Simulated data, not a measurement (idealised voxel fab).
The document below concerns the process module designated voxel ribs on slabs.
Square cells of 5 nm make up the cross-section cut, whose width is 145 nm.
In what follows, cross-sections appear as grids of square cells, described through bands that run from the top down, where every band is one or more rows of cells. Quick guide to a band line: top height, bottom height (nm) up front; then every material left to right with its width in nm. Only one material and it's marked "edge to edge"? Then it fills the band edge to edge. And "air" just means empty space. Heights are expressed relative to 0, this being the level below which the as-received wafer comprises one material exclusively. The lowest band is unbounded in the downward direction and is denoted as in "0..down". Graded width ("30 to 40"): value in top row of band = first number; value in bottom row = second number; row-to-row change constant. "no alteration" means the step left every cell of the cross-section as it was. Basically, "Closed empty spaces" tells you about the enclosed voids: empty spaces with no open way to the top, 8 cells or bigger, each written width x height at distance, where distance is from the left edge, all in nm. What comes after the settings on a step's line is commentary from the simulator itself on that step. "overlay nm" answers the question of how far to the right of plan the mask lay on a step that has a mask, and when it is negative the answer is to the left.

Process steps foreseen in the plan:
1) op RECEIVE | material Si
2) op DIRECTIONAL_DEP | material SiO2 | thk nm 25
3) op DIRECTIONAL_DEP | material SiN | thk nm 20
4) op DIRECTIONAL_DEP | material aC | thk nm 15
5) op PATTERN | tone cover | mask id RIB | material resist | width nm 30 | thk nm 35 | overlay nm 0
6) op DIRECTIONAL_ETCH | etch materials aC | depth nm 15
7) op STRIP | etch materials resist
8) op DIRECTIONAL_ETCH | etch materials SiN | depth nm 5
9) op STRIP | etch materials aC
10) op PATTERN | tone cover | mask id SLAB | material resist | width nm 90 | thk nm 20 | overlay nm 0
11) op DIRECTIONAL_ETCH | etch materials SiN | depth nm 15
12) op STRIP | etch materials resist
13) op FILL_DEP | material SiO2 | thk nm 15
14) op CMP | height nm 55
15) op DIRECTIONAL_DEP | material TiN | thk nm 5
16) op MASKED_ETCH | tone cover | mask id HEATER | width nm 40 | etch materials TiN | depth nm 5 | overlay nm 0
17) op CONFORMAL_DEP | material SiO2 | thk nm 10

First of two wafers - as planned:

Shown in cross-section is the wafer as received, that is, as it stands after step 1:
  0..down = Si edge to edge
  Closed empty spaces: none

You're looking at a cross-section of the wafer after step 2:
  25..0 = SiO2 edge to edge
  Unchanged below 0.

You're looking at a cross-section of the wafer after step 3:
  45..25 = SiN edge to edge
  Unchanged below 25.

You're looking at a cross-section of the wafer after step 4:
  60..45 = aC edge to edge
  Unchanged below 45.

You're looking at a cross-section of the wafer after step 5:
  95..60 = 55 air; 30 resist; 60 air
  Unchanged below 60.

You're looking at a cross-section of the wafer after step 6:
  80..60 = 55 air; 30 resist; 60 air
  60..45 = 55 air; 30 aC; 60 air
  Unchanged below 45.

You're looking at a cross-section of the wafer after step 7:
  60..45 = 55 air; 30 aC; 60 air
  Unchanged below 45.

You're looking at a cross-section of the wafer after step 8:
  60..45 = 55 air; 30 aC; 60 air
  45..40 = 55 air; 30 SiN; 60 air
  Unchanged below 40.

You're looking at a cross-section of the wafer after step 9:
  45..40 = 55 air; 30 SiN; 60 air
  Unchanged below 40.

You're looking at a cross-section of the wafer after step 10:
  65..45 = 25 air; 90 resist; 30 air
  45..40 = 25 air; 30 resist; 30 SiN; 30 resist; 30 air
  Unchanged below 40.

You're looking at a cross-section of the wafer after step 11:
  65..45 = 25 air; 90 resist; 30 air
  45..40 = 25 air; 30 resist; 30 SiN; 30 resist; 30 air
  40..25 = 25 air; 90 SiN; 30 air
  Unchanged below 25.

You're looking at a cross-section of the wafer after step 12:
  45..40 = 55 air; 30 SiN; 60 air
  Unchanged below 40.

You're looking at a cross-section of the wafer after step 13:
  60..45 = SiO2 edge to edge
  45..40 = 55 SiO2; 30 SiN; 60 SiO2
  40..25 = 25 SiO2; 90 SiN; 30 SiO2
  Unchanged below 25.

You're looking at a cross-section of the wafer after step 14:
  55..45 = SiO2 edge to edge
  Unchanged below 45.

You're looking at a cross-section of the wafer after step 15:
  60..55 = TiN edge to edge
  Unchanged below 55.

You're looking at a cross-section of the wafer after step 16:
  60..55 = 50 air; 40 TiN; 55 air
  Unchanged below 55.

You're looking at a cross-section of the wafer after step 17:
  70..65 = 40 air; 60 SiO2; 45 air
  65..60 = SiO2 edge to edge
  60..55 = 50 SiO2; 40 TiN; 55 SiO2
  Unchanged below 55.

For the second wafer, take the first wafer's start and plan, then add one mistake made in running it; everything through step 4, that step included, is shared with the first:

Cross-section: second wafer, time at which step 5 was scheduled to end:
  95..60 = 55 resist; 30 air; 60 resist
  Unchanged below 60.

Cross-section: second wafer, time at which step 6 was scheduled to end:
  80..60 = 55 resist; 30 air; 60 resist
  60..45 = 55 aC; 30 air; 60 aC
  Unchanged below 45.

Cross-section: second wafer, time at which step 7 was scheduled to end:
  60..45 = 55 aC; 30 air; 60 aC
  Unchanged below 45.

Cross-section: second wafer, time at which step 8 was scheduled to end:
  60..45 = 55 aC; 30 air; 60 aC
  45..40 = 55 SiN; 30 air; 60 SiN
  Unchanged below 40.

Cross-section: second wafer, time at which step 9 was scheduled to end:
  45..40 = 55 SiN; 30 air; 60 SiN
  Unchanged below 40.

Cross-section: second wafer, time at which step 10 was scheduled to end:
  65..45 = 25 air; 90 resist; 30 air
  45..40 = 55 SiN; 30 resist; 60 SiN
  Unchanged below 40.

Cross-section: second wafer, time at which step 11 was scheduled to end:
  65..45 = 25 air; 90 resist; 30 air
  45..40 = 25 air; 30 SiN; 30 resist; 30 SiN; 30 air
  40..30 = 25 air; 90 SiN; 30 air
  Unchanged below 30.

Cross-section: second wafer, time at which step 12 was scheduled to end:
  45..40 = 25 air; 30 SiN; 30 air; 30 SiN; 30 air
  Unchanged below 40.

Cross-section: second wafer, time at which step 13 was scheduled to end:
  60..45 = SiO2 edge to edge
  45..40 = 25 SiO2; 30 SiN; 30 SiO2; 30 SiN; 30 SiO2
  40..30 = 25 SiO2; 90 SiN; 30 SiO2
  Unchanged below 30.

Cross-section: second wafer, time at which step 14 was scheduled to end:
  55..45 = SiO2 edge to edge
  Unchanged below 45.

Cross-section: second wafer, time at which step 15 was scheduled to end:
  60..55 = TiN edge to edge
  Unchanged below 55.

Cross-section: second wafer, time at which step 16 was scheduled to end:
  60..55 = 50 air; 40 TiN; 55 air
  Unchanged below 55.

Cross-section: second wafer, time at which step 17 was scheduled to end:
  70..65 = 40 air; 60 SiO2; 45 air
  65..60 = SiO2 edge to edge
  60..55 = 50 SiO2; 40 TiN; 55 SiO2
  Unchanged below 55.
It is concluded that the wafer was processed incorrectly with respect to the plan, in that not per plan at step 5, really ran op PATTERN | tone open | mask id RIB | material resist | width nm 30 | thk nm 35 | overlay nm 0
It is noted that, at the conclusion of processing, the second wafer exhibits a higher or lower cell count for certain materials relative to the first: SiN: 17 more, SiO2: 17 fewer
